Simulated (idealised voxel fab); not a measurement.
Process module in this document: voxel trench capacitor
Displayed cross-section: cut, width of 260 nm, square cells sized 5 nm.
Cross-section = grid of square cells, listed top down in bands; band = one or more rows.
Per band: top height and bottom height in nm, followed by the left-to-right materials and their widths in nm; "edge to edge" marks a single material spanning edge to edge, "blank" marks empty space.
All heights in this document are referenced to 0, defined as the level beneath which the wafer, as received, consists entirely of one material. The lowest band is not bounded below; it extends indefinitely downward and is written in the form "0..down".
Quick explanation for "30 to 40": the width changes in equal steps down the rows of cells, from the first number in the band's top row to the second number in its bottom row.
Take "nothing altered" at face value: in the step it is given for, the cross-section changed in none of its cells.
Each empty space that has no open way to the top and spans at least 8 cells appears under "Cavities, closed" as width x height at distance, the distance counted from the left edge, all in nm.
What comes after the settings on a step's line is commentary from the simulator itself on that step.
The optional step-line setting "overlay nm" applies to steps with a mask and quantifies how far to the right of its planned location the mask lay, a negative value indicating leftward placement.
# These are the steps we planned for the process
- 1: op RECEIVE | material Si
- 2: op CONFORMAL_DEP | material SiN | thk nm 10
- 3: op PATTERN | tone open | mask id TRENCH | material resist | width nm 25 | pitch nm 45 | thk nm 15 | overlay nm 0
- 4: op DIRECTIONAL_ETCH | etch materials SiN | depth nm 10
- 5: op DIRECTIONAL_ETCH | etch materials Si | depth nm 40
- 6: op STRIP | etch materials resist
- 7: op CONFORMAL_DEP | material Al2O3 | thk nm 5
- 8: op CONFORMAL_DEP | material TiN | thk nm 5
- 9: op FILL_DEP | material W | thk nm 5
- 10: op CMP | height nm 10
# First wafer out of two, processed as planned
# Cross-section of the wafer at receipt, which is the condition after step 1
	0..down = Si edge to edge
	Cavities, closed: none
# How the wafer stands in section after step 2
	10..0 = SiN edge to edge
	Below 0, the layers are the same as they were.
# How the wafer stands in section after step 3
	25..10 = resist: 50  blank: 25  resist: 20  blank: 25  resist: 20  blank: 25  resist: 20  blank: 25  resist: 50
	Below 10, the layers are the same as they were.
# How the wafer stands in section after step 4
	25..10 = resist: 50  blank: 25  resist: 20  blank: 25  resist: 20  blank: 25  resist: 20  blank: 25  resist: 50
	10..0 = SiN: 50  blank: 25  SiN: 20  blank: 25  SiN: 20  blank: 25  SiN: 20  blank: 25  SiN: 50
	Below 0, the layers are the same as they were.
# How the wafer stands in section after step 5
	25..10 = resist: 50  blank: 25  resist: 20  blank: 25  resist: 20  blank: 25  resist: 20  blank: 25  resist: 50
	10..0 = SiN: 50  blank: 25  SiN: 20  blank: 25  SiN: 20  blank: 25  SiN: 20  blank: 25  SiN: 50
	0..-40 = Si: 50  blank: 25  Si: 20  blank: 25  Si: 20  blank: 25  Si: 20  blank: 25  Si: 50
	Below -40, the layers are the same as they were.
# How the wafer stands in section after step 6
	10..0 = SiN: 50  blank: 25  SiN: 20  blank: 25  SiN: 20  blank: 25  SiN: 20  blank: 25  SiN: 50
	Below 0, the layers are the same as they were.
# How the wafer stands in section after step 7
	15..10 = Al2O3: 55  blank: 15  Al2O3: 30  blank: 15  Al2O3: 30  blank: 15  Al2O3: 30  blank: 15  Al2O3: 55
	10..0 = SiN: 50  Al2O3: 5  blank: 15  Al2O3: 5  SiN: 20  Al2O3: 5  blank: 15  Al2O3: 5  SiN: 20  Al2O3: 5  blank: 15  Al2O3: 5  SiN: 20  Al2O3: 5  blank: 15  Al2O3: 5  SiN: 50
	0..-35 = Si: 50  Al2O3: 5  blank: 15  Al2O3: 5  Si: 20  Al2O3: 5  blank: 15  Al2O3: 5  Si: 20  Al2O3: 5  blank: 15  Al2O3: 5  Si: 20  Al2O3: 5  blank: 15  Al2O3: 5  Si: 50
	-35..-40 = Si: 50  Al2O3: 25  Si: 20  Al2O3: 25  Si: 20  Al2O3: 25  Si: 20  Al2O3: 25  Si: 50
	Below -40, the layers are the same as they were.
# How the wafer stands in section after step 8
	20..15 = TiN: 60  blank: 5  TiN: 40  blank: 5  TiN: 40  blank: 5  TiN: 40  blank: 5  TiN: 60
	15..10 = Al2O3: 55  TiN: 5  blank: 5  TiN: 5  Al2O3: 30  TiN: 5  blank: 5  TiN: 5  Al2O3: 30  TiN: 5  blank: 5  TiN: 5  Al2O3: 30  TiN: 5  blank: 5  TiN: 5  Al2O3: 55
	10..0 = SiN: 50  Al2O3: 5  TiN: 5  blank: 5  TiN: 5  Al2O3: 5  SiN: 20  Al2O3: 5  TiN: 5  blank: 5  TiN: 5  Al2O3: 5  SiN: 20  Al2O3: 5  TiN: 5  blank: 5  TiN: 5  Al2O3: 5  SiN: 20  Al2O3: 5  TiN: 5  blank: 5  TiN: 5  Al2O3: 5  SiN: 50
	0..-30 = Si: 50  Al2O3: 5  TiN: 5  blank: 5  TiN: 5  Al2O3: 5  Si: 20  Al2O3: 5  TiN: 5  blank: 5  TiN: 5  Al2O3: 5  Si: 20  Al2O3: 5  TiN: 5  blank: 5  TiN: 5  Al2O3: 5  Si: 20  Al2O3: 5  TiN: 5  blank: 5  TiN: 5  Al2O3: 5  Si: 50
	-30..-35 = Si: 50  Al2O3: 5  TiN: 15  Al2O3: 5  Si: 20  Al2O3: 5  TiN: 15  Al2O3: 5  Si: 20  Al2O3: 5  TiN: 15  Al2O3: 5  Si: 20  Al2O3: 5  TiN: 15  Al2O3: 5  Si: 50
	Below -35, the layers are the same as they were.
# How the wafer stands in section after step 9
	25..20 = W edge to edge
	20..15 = TiN: 60  W: 5  TiN: 40  W: 5  TiN: 40  W: 5  TiN: 40  W: 5  TiN: 60
	15..10 = Al2O3: 55  TiN: 5  W: 5  TiN: 5  Al2O3: 30  TiN: 5  W: 5  TiN: 5  Al2O3: 30  TiN: 5  W: 5  TiN: 5  Al2O3: 30  TiN: 5  W: 5  TiN: 5  Al2O3: 55
	10..0 = SiN: 50  Al2O3: 5  TiN: 5  W: 5  TiN: 5  Al2O3: 5  SiN: 20  Al2O3: 5  TiN: 5  W: 5  TiN: 5  Al2O3: 5  SiN: 20  Al2O3: 5  TiN: 5  W: 5  TiN: 5  Al2O3: 5  SiN: 20  Al2O3: 5  TiN: 5  W: 5  TiN: 5  Al2O3: 5  SiN: 50
	0..-30 = Si: 50  Al2O3: 5  TiN: 5  W: 5  TiN: 5  Al2O3: 5  Si: 20  Al2O3: 5  TiN: 5  W: 5  TiN: 5  Al2O3: 5  Si: 20  Al2O3: 5  TiN: 5  W: 5  TiN: 5  Al2O3: 5  Si: 20  Al2O3: 5  TiN: 5  W: 5  TiN: 5  Al2O3: 5  Si: 50
	Below -30, the layers are the same as they were.
# How the wafer stands in section after step 10
	10..0 = SiN: 50  Al2O3: 5  TiN: 5  W: 5  TiN: 5  Al2O3: 5  SiN: 20  Al2O3: 5  TiN: 5  W: 5  TiN: 5  Al2O3: 5  SiN: 20  Al2O3: 5  TiN: 5  W: 5  TiN: 5  Al2O3: 5  SiN: 20  Al2O3: 5  TiN: 5  W: 5  TiN: 5  Al2O3: 5  SiN: 50
	Below 0, the layers are the same as they were.
# Wafer two of two - same starting point, same process plan, one mistake in execution; matches wafer one up to and including step 3
# Look at the second wafer in cross-section at the time step 4 ought to have finished
	25..10 = resist: 50  blank: 25  resist: 20  blank: 25  resist: 20  blank: 25  resist: 20  blank: 25  resist: 50
	10..0 = SiN: 50  blank: 25  SiN: 20  blank: 25  SiN: 20  blank: 25  SiN: 20  blank: 25  SiN: 50
	Below 0, the layers are the same as they were.
# Look at the second wafer in cross-section at the time step 5 ought to have finished
	25..10 = resist: 50  blank: 25  resist: 20  blank: 25  resist: 20  blank: 25  resist: 20  blank: 25  resist: 50
	10..0 = SiN: 50  blank: 25  SiN: 20  blank: 25  SiN: 20  blank: 25  SiN: 20  blank: 25  SiN: 50
	0..-40 = Si: 50  blank: 25  Si: 20  blank: 25  Si: 20  blank: 25  Si: 20  blank: 25  Si: 50
	Below -40, the layers are the same as they were.
# Look at the second wafer in cross-section at the time step 6 ought to have finished
	10..0 = SiN: 50  blank: 25  SiN: 20  blank: 25  SiN: 20  blank: 25  SiN: 20  blank: 25  SiN: 50
	Below 0, the layers are the same as they were.
# Look at the second wafer in cross-section at the time step 7 ought to have finished
	15..10 = Al2O3: 55  blank: 15  Al2O3: 30  blank: 15  Al2O3: 30  blank: 15  Al2O3: 30  blank: 15  Al2O3: 55
	10..0 = SiN: 50  Al2O3: 5  blank: 15  Al2O3: 5  SiN: 20  Al2O3: 5  blank: 15  Al2O3: 5  SiN: 20  Al2O3: 5  blank: 15  Al2O3: 5  SiN: 20  Al2O3: 5  blank: 15  Al2O3: 5  SiN: 50
	0..-35 = Si: 50  Al2O3: 5  blank: 15  Al2O3: 5  Si: 20  Al2O3: 5  blank: 15  Al2O3: 5  Si: 20  Al2O3: 5  blank: 15  Al2O3: 5  Si: 20  Al2O3: 5  blank: 15  Al2O3: 5  Si: 50
	-35..-40 = Si: 50  Al2O3: 25  Si: 20  Al2O3: 25  Si: 20  Al2O3: 25  Si: 20  Al2O3: 25  Si: 50
	Below -40, the layers are the same as they were.
# Look at the second wafer in cross-section at the time step 8 ought to have finished
	20..15 = TiN: 60  blank: 5  TiN: 40  blank: 5  TiN: 40  blank: 5  TiN: 40  blank: 5  TiN: 60
	15..10 = Al2O3: 55  TiN: 5  blank: 5  TiN: 5  Al2O3: 30  TiN: 5  blank: 5  TiN: 5  Al2O3: 30  TiN: 5  blank: 5  TiN: 5  Al2O3: 30  TiN: 5  blank: 5  TiN: 5  Al2O3: 55
	10..0 = SiN: 50  Al2O3: 5  TiN: 5  blank: 5  TiN: 5  Al2O3: 5  SiN: 20  Al2O3: 5  TiN: 5  blank: 5  TiN: 5  Al2O3: 5  SiN: 20  Al2O3: 5  TiN: 5  blank: 5  TiN: 5  Al2O3: 5  SiN: 20  Al2O3: 5  TiN: 5  blank: 5  TiN: 5  Al2O3: 5  SiN: 50
	0..-30 = Si: 50  Al2O3: 5  TiN: 5  blank: 5  TiN: 5  Al2O3: 5  Si: 20  Al2O3: 5  TiN: 5  blank: 5  TiN: 5  Al2O3: 5  Si: 20  Al2O3: 5  TiN: 5  blank: 5  TiN: 5  Al2O3: 5  Si: 20  Al2O3: 5  TiN: 5  blank: 5  TiN: 5  Al2O3: 5  Si: 50
	-30..-35 = Si: 50  Al2O3: 5  TiN: 15  Al2O3: 5  Si: 20  Al2O3: 5  TiN: 15  Al2O3: 5  Si: 20  Al2O3: 5  TiN: 15  Al2O3: 5  Si: 20  Al2O3: 5  TiN: 15  Al2O3: 5  Si: 50
	Below -35, the layers are the same as they were.
# Look at the second wafer in cross-section at the time step 9 ought to have finished
	25..20 = W edge to edge
	20..15 = TiN: 60  W: 5  TiN: 40  W: 5  TiN: 40  W: 5  TiN: 40  W: 5  TiN: 60
	15..10 = Al2O3: 55  TiN: 5  W: 5  TiN: 5  Al2O3: 30  TiN: 5  W: 5  TiN: 5  Al2O3: 30  TiN: 5  W: 5  TiN: 5  Al2O3: 30  TiN: 5  W: 5  TiN: 5  Al2O3: 55
	10..0 = SiN: 50  Al2O3: 5  TiN: 5  W: 5  TiN: 5  Al2O3: 5  SiN: 20  Al2O3: 5  TiN: 5  W: 5  TiN: 5  Al2O3: 5  SiN: 20  Al2O3: 5  TiN: 5  W: 5  TiN: 5  Al2O3: 5  SiN: 20  Al2O3: 5  TiN: 5  W: 5  TiN: 5  Al2O3: 5  SiN: 50
	0..-30 = Si: 50  Al2O3: 5  TiN: 5  W: 5  TiN: 5  Al2O3: 5  Si: 20  Al2O3: 5  TiN: 5  W: 5  TiN: 5  Al2O3: 5  Si: 20  Al2O3: 5  TiN: 5  W: 5  TiN: 5  Al2O3: 5  Si: 20  Al2O3: 5  TiN: 5  W: 5  TiN: 5  Al2O3: 5  Si: 50
	Below -30, the layers are the same as they were.
# Look at the second wafer in cross-section at the time step 10 ought to have finished
	10..0 = SiN: 50  Al2O3: 5  TiN: 5  W: 5  TiN: 5  Al2O3: 5  SiN: 20  Al2O3: 5  TiN: 5  W: 5  TiN: 5  Al2O3: 5  SiN: 20  Al2O3: 5  TiN: 5  W: 5  TiN: 5  Al2O3: 5  SiN: 20  Al2O3: 5  TiN: 5  W: 5  TiN: 5  Al2O3: 5  SiN: 50
	Below 0, the layers are the same as they were.
Deviation noted in wafer processing: step 4 of the plan was executed twice over
Same final cross-section on the two wafers, so the model's numbers don't move because of the mistake.
